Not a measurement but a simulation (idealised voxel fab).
Process module, titled voxel self aligned vias
The cross-section shown here is cut; it is 215 nm wide and divided into square cells measuring 5 nm on a side.
We lay out every cross-section as a grid of square cells and spell it out in bands from the top down, where one band means one or more rows of cells. Basically the band line says how high the top is and how high the bottom is, in nm, and then what's in it from left to right, every material with its width in nm. Empty space shows up as "blank", and if a single material carries "full width" it runs the full band edge to edge. Note: height 0 marks the level under which the wafer is uniformly one material as received. Lowest band unbounded below, written "0 down". The notation "30 to 40" denotes a width that varies across the rows of cells in the band, beginning at the first number in the top row, finishing at the second number in the bottom row, and changing by an identical amount from each row to the next. It should be understood that the words "no modifications", when stated for a given step, signify that the cross-section underwent no change in any of its cells during that step. You'll see "Closed void register" listing empty spaces that have no way open to the top, as long as they're 8 cells or more; the notation is width x height at distance, where the distance is from the left edge, and all of it is in nm. Post-settings text on a step line: simulator's own remark regarding the step. Steps that use a mask can have "overlay nm" on their line. It says how far the mask sat to the right of where it was meant to be. Negative means to the left.
## Below is the list of planned process steps
1 op RECEIVE | material Si
2 op CONFORMAL_DEP | material SiO2 | thk nm 10
3 op CONFORMAL_DEP | material SiCN | thk nm 5
4 op DIRECTIONAL_DEP | material lowk | thk nm 20
5 op MASKED_ETCH | tone open | mask id LINES | width nm 30 | pitch nm 60 | etch materials lowk | depth nm 20 | overlay nm 0
6 op CONFORMAL_DEP | material TiN | thk nm 5
7 op FILL_DEP | material W | thk nm 5
8 op CMP | height nm 35
9 op SELECTIVE_ETCH | etch materials W Ru TiN | depth nm 10
10 op FILL_DEP | material SiN | thk nm 10
11 op CMP | height nm 35
12 op DIRECTIONAL_DEP | material lowk | thk nm 20
13 op PATTERN | tone open | mask id VIAS | material resist | width nm 40 | pitch nm 60 | thk nm 15 | overlay nm 0
14 op DIRECTIONAL_ETCH | etch materials lowk | depth nm 20
15 op DIRECTIONAL_ETCH | etch materials SiN | depth nm 10
16 op STRIP | etch materials resist
17 op CONFORMAL_DEP | material TiN | thk nm 5
18 op FILL_DEP | material Cu | thk nm 10
19 op CMP | height nm 55
20 op CONFORMAL_DEP | material SiCN | thk nm 5
## Below: the first of two wafers, run as planned
## The cross-section here shows the wafer as received, i.e. in its state after step 1
	0 down = Si full width
	Closed void register: none
## Wafer xsec, post step 2
	10 to 0 = SiO2 full width
	Below a height of 0, the structure has not been altered.
## Wafer xsec, post step 3
	15 to 10 = SiCN full width
	Below a height of 10, the structure has not been altered.
## Wafer xsec, post step 4
	35 to 15 = lowk full width
	Below a height of 15, the structure has not been altered.
## Wafer xsec, post step 5
	35 to 15 = 30 of lowk | 30 of blank | 30 of lowk | 30 of blank | 30 of lowk | 30 of blank | 35 of lowk
	Below a height of 15, the structure has not been altered.
## Wafer xsec, post step 6
	40 to 35 = 35 of TiN | 20 of blank | 40 of TiN | 20 of blank | 40 of TiN | 20 of blank | 40 of TiN
	35 to 20 = 30 of lowk | 5 of TiN | 20 of blank | 5 of TiN | 30 of lowk | 5 of TiN | 20 of blank | 5 of TiN | 30 of lowk | 5 of TiN | 20 of blank | 5 of TiN | 35 of lowk
	20 to 15 = 30 of lowk | 30 of TiN | 30 of lowk | 30 of TiN | 30 of lowk | 30 of TiN | 35 of lowk
	Below a height of 15, the structure has not been altered.
## Wafer xsec, post step 7
	45 to 40 = W full width
	40 to 35 = 35 of TiN | 20 of W | 40 of TiN | 20 of W | 40 of TiN | 20 of W | 40 of TiN
	35 to 20 = 30 of lowk | 5 of TiN | 20 of W | 5 of TiN | 30 of lowk | 5 of TiN | 20 of W | 5 of TiN | 30 of lowk | 5 of TiN | 20 of W | 5 of TiN | 35 of lowk
	Below a height of 20, the structure has not been altered.
## Wafer xsec, post step 8
	35 to 20 = 30 of lowk | 5 of TiN | 20 of W | 5 of TiN | 30 of lowk | 5 of TiN | 20 of W | 5 of TiN | 30 of lowk | 5 of TiN | 20 of W | 5 of TiN | 35 of lowk
	Below a height of 20, the structure has not been altered.
## Wafer xsec, post step 9
	35 to 25 = 30 of lowk | 30 of blank | 30 of lowk | 30 of blank | 30 of lowk | 30 of blank | 35 of lowk
	Below a height of 25, the structure has not been altered.
## Wafer xsec, post step 10
	45 to 35 = SiN full width
	35 to 25 = 30 of lowk | 30 of SiN | 30 of lowk | 30 of SiN | 30 of lowk | 30 of SiN | 35 of lowk
	Below a height of 25, the structure has not been altered.
## Wafer xsec, post step 11
	35 to 25 = 30 of lowk | 30 of SiN | 30 of lowk | 30 of SiN | 30 of lowk | 30 of SiN | 35 of lowk
	Below a height of 25, the structure has not been altered.
## Wafer xsec, post step 12
	55 to 35 = lowk full width
	Below a height of 35, the structure has not been altered.
## Wafer xsec, post step 13
	70 to 55 = 25 of resist | 40 of blank | 20 of resist | 40 of blank | 20 of resist | 40 of blank | 30 of resist
	Below a height of 55, the structure has not been altered.
## Wafer xsec, post step 14
	70 to 55 = 25 of resist | 40 of blank | 20 of resist | 40 of blank | 20 of resist | 40 of blank | 30 of resist
	55 to 35 = 25 of lowk | 40 of blank | 20 of lowk | 40 of blank | 20 of lowk | 40 of blank | 30 of lowk
	Below a height of 35, the structure has not been altered.
## Wafer xsec, post step 15
	70 to 55 = 25 of resist | 40 of blank | 20 of resist | 40 of blank | 20 of resist | 40 of blank | 30 of resist
	55 to 35 = 25 of lowk | 40 of blank | 20 of lowk | 40 of blank | 20 of lowk | 40 of blank | 30 of lowk
	35 to 25 = 30 of lowk | 30 of blank | 30 of lowk | 30 of blank | 30 of lowk | 30 of blank | 35 of lowk
	Below a height of 25, the structure has not been altered.
## Wafer xsec, post step 16
	55 to 35 = 25 of lowk | 40 of blank | 20 of lowk | 40 of blank | 20 of lowk | 40 of blank | 30 of lowk
	Below a height of 35, the structure has not been altered.
## Wafer xsec, post step 17
	60 to 55 = 30 of TiN | 30 of blank | 30 of TiN | 30 of blank | 30 of TiN | 30 of blank | 35 of TiN
	55 to 40 = 25 of lowk | 5 of TiN | 30 of blank | 5 of TiN | 20 of lowk | 5 of TiN | 30 of blank | 5 of TiN | 20 of lowk | 5 of TiN | 30 of blank | 5 of TiN | 30 of lowk
	40 to 30 = 25 to 30 of lowk | 10 to 5 of TiN | 20 of blank | 10 to 5 of TiN | 20 to 30 of lowk | 10 to 5 of TiN | 20 of blank | 10 to 5 of TiN | 20 to 30 of lowk | 10 to 5 of TiN | 20 of blank | 10 to 5 of TiN | 30 to 35 of lowk
	30 to 25 = 30 of lowk | 30 of TiN | 30 of lowk | 30 of TiN | 30 of lowk | 30 of TiN | 35 of lowk
	Below a height of 25, the structure has not been altered.
## Wafer xsec, post step 18
	70 to 60 = Cu full width
	60 to 55 = 30 of TiN | 30 of Cu | 30 of TiN | 30 of Cu | 30 of TiN | 30 of Cu | 35 of TiN
	55 to 40 = 25 of lowk | 5 of TiN | 30 of Cu | 5 of TiN | 20 of lowk | 5 of TiN | 30 of Cu | 5 of TiN | 20 of lowk | 5 of TiN | 30 of Cu | 5 of TiN | 30 of lowk
	40 to 30 = 25 to 30 of lowk | 10 to 5 of TiN | 20 of Cu | 10 to 5 of TiN | 20 to 30 of lowk | 10 to 5 of TiN | 20 of Cu | 10 to 5 of TiN | 20 to 30 of lowk | 10 to 5 of TiN | 20 of Cu | 10 to 5 of TiN | 30 to 35 of lowk
	Below a height of 30, the structure has not been altered.
## Wafer xsec, post step 19
	55 to 40 = 25 of lowk | 5 of TiN | 30 of Cu | 5 of TiN | 20 of lowk | 5 of TiN | 30 of Cu | 5 of TiN | 20 of lowk | 5 of TiN | 30 of Cu | 5 of TiN | 30 of lowk
	Below a height of 40, the structure has not been altered.
## Wafer xsec, post step 20
	60 to 55 = SiCN full width
	Below a height of 55, the structure has not been altered.
## second wafer: like start, like plan, one mistake. Through step 4 it matches the first wafer
## At the planned end of step 5, the second wafer in cross-section
	35 to 15 = 25 of lowk | 30 of blank | 30 of lowk | 30 of blank | 30 of lowk | 30 of blank | 40 of lowk
	Below a height of 15, the structure has not been altered.
## At the planned end of step 6, the second wafer in cross-section
	40 to 35 = 30 of TiN | 20 of blank | 40 of TiN | 20 of blank | 40 of TiN | 20 of blank | 45 of TiN
	35 to 20 = 25 of lowk | 5 of TiN | 20 of blank | 5 of TiN | 30 of lowk | 5 of TiN | 20 of blank | 5 of TiN | 30 of lowk | 5 of TiN | 20 of blank | 5 of TiN | 40 of lowk
	20 to 15 = 25 of lowk | 30 of TiN | 30 of lowk | 30 of TiN | 30 of lowk | 30 of TiN | 40 of lowk
	Below a height of 15, the structure has not been altered.
## At the planned end of step 7, the second wafer in cross-section
	45 to 40 = W full width
	40 to 35 = 30 of TiN | 20 of W | 40 of TiN | 20 of W | 40 of TiN | 20 of W | 45 of TiN
	35 to 20 = 25 of lowk | 5 of TiN | 20 of W | 5 of TiN | 30 of lowk | 5 of TiN | 20 of W | 5 of TiN | 30 of lowk | 5 of TiN | 20 of W | 5 of TiN | 40 of lowk
	Below a height of 20, the structure has not been altered.
## At the planned end of step 8, the second wafer in cross-section
	35 to 20 = 25 of lowk | 5 of TiN | 20 of W | 5 of TiN | 30 of lowk | 5 of TiN | 20 of W | 5 of TiN | 30 of lowk | 5 of TiN | 20 of W | 5 of TiN | 40 of lowk
	Below a height of 20, the structure has not been altered.
## At the planned end of step 9, the second wafer in cross-section
	35 to 25 = 25 of lowk | 30 of blank | 30 of lowk | 30 of blank | 30 of lowk | 30 of blank | 40 of lowk
	Below a height of 25, the structure has not been altered.
## At the planned end of step 10, the second wafer in cross-section
	45 to 35 = SiN full width
	35 to 25 = 25 of lowk | 30 of SiN | 30 of lowk | 30 of SiN | 30 of lowk | 30 of SiN | 40 of lowk
	Below a height of 25, the structure has not been altered.
## At the planned end of step 11, the second wafer in cross-section
	35 to 25 = 25 of lowk | 30 of SiN | 30 of lowk | 30 of SiN | 30 of lowk | 30 of SiN | 40 of lowk
	Below a height of 25, the structure has not been altered.
## At the planned end of step 12, the second wafer in cross-section
	55 to 35 = lowk full width
	Below a height of 35, the structure has not been altered.
## At the planned end of step 13, the second wafer in cross-section
	70 to 55 = 25 of resist | 40 of blank | 20 of resist | 40 of blank | 20 of resist | 40 of blank | 30 of resist
	Below a height of 55, the structure has not been altered.
## At the planned end of step 14, the second wafer in cross-section
	70 to 55 = 25 of resist | 40 of blank | 20 of resist | 40 of blank | 20 of resist | 40 of blank | 30 of resist
	55 to 35 = 25 of lowk | 40 of blank | 20 of lowk | 40 of blank | 20 of lowk | 40 of blank | 30 of lowk
	Below a height of 35, the structure has not been altered.
## At the planned end of step 15, the second wafer in cross-section
	70 to 55 = 25 of resist | 40 of blank | 20 of resist | 40 of blank | 20 of resist | 40 of blank | 30 of resist
	55 to 35 = 25 of lowk | 40 of blank | 20 of lowk | 40 of blank | 20 of lowk | 40 of blank | 30 of lowk
	35 to 25 = 25 of lowk | 30 of blank | 30 of lowk | 30 of blank | 30 of lowk | 30 of blank | 40 of lowk
	Below a height of 25, the structure has not been altered.
## At the planned end of step 16, the second wafer in cross-section
	55 to 35 = 25 of lowk | 40 of blank | 20 of lowk | 40 of blank | 20 of lowk | 40 of blank | 30 of lowk
	Below a height of 35, the structure has not been altered.
## At the planned end of step 17, the second wafer in cross-section
	60 to 55 = 30 of TiN | 30 of blank | 30 of TiN | 30 of blank | 30 of TiN | 30 of blank | 35 of TiN
	55 to 40 = 25 of lowk | 5 of TiN | 30 of blank | 5 of TiN | 20 of lowk | 5 of TiN | 30 of blank | 5 of TiN | 20 of lowk | 5 of TiN | 30 of blank | 5 of TiN | 30 of lowk
	40 to 30 = 25 of lowk | 5 of TiN | 20 of blank | 15 to 5 of TiN | 20 to 30 of lowk | 5 of TiN | 20 of blank | 15 to 5 of TiN | 20 to 30 of lowk | 5 of TiN | 20 of blank | 15 to 5 of TiN | 30 to 40 of lowk
	30 to 25 = 25 of lowk | 30 of TiN | 30 of lowk | 30 of TiN | 30 of lowk | 30 of TiN | 40 of lowk
	Below a height of 25, the structure has not been altered.
## At the planned end of step 18, the second wafer in cross-section
	70 to 60 = Cu full width
	60 to 55 = 30 of TiN | 30 of Cu | 30 of TiN | 30 of Cu | 30 of TiN | 30 of Cu | 35 of TiN
	55 to 40 = 25 of lowk | 5 of TiN | 30 of Cu | 5 of TiN | 20 of lowk | 5 of TiN | 30 of Cu | 5 of TiN | 20 of lowk | 5 of TiN | 30 of Cu | 5 of TiN | 30 of lowk
	40 to 30 = 25 of lowk | 5 of TiN | 20 of Cu | 15 to 5 of TiN | 20 to 30 of lowk | 5 of TiN | 20 of Cu | 15 to 5 of TiN | 20 to 30 of lowk | 5 of TiN | 20 of Cu | 15 to 5 of TiN | 30 to 40 of lowk
	Below a height of 30, the structure has not been altered.
## At the planned end of step 19, the second wafer in cross-section
	55 to 40 = 25 of lowk | 5 of TiN | 30 of Cu | 5 of TiN | 20 of lowk | 5 of TiN | 30 of Cu | 5 of TiN | 20 of lowk | 5 of TiN | 30 of Cu | 5 of TiN | 30 of lowk
	Below a height of 40, the structure has not been altered.
## At the planned end of step 20, the second wafer in cross-section
	60 to 55 = SiCN full width
	Below a height of 55, the structure has not been altered.
Against the plan, the run slipped here: not per plan at step 5, really ran op MASKED_ETCH | tone open | mask id LINES | width nm 30 | pitch nm 60 | etch materials lowk | depth nm 20 | overlay nm -5
Tallied in cells, the final second wafer holds each material in the same quantity as the first, although not at the same places.
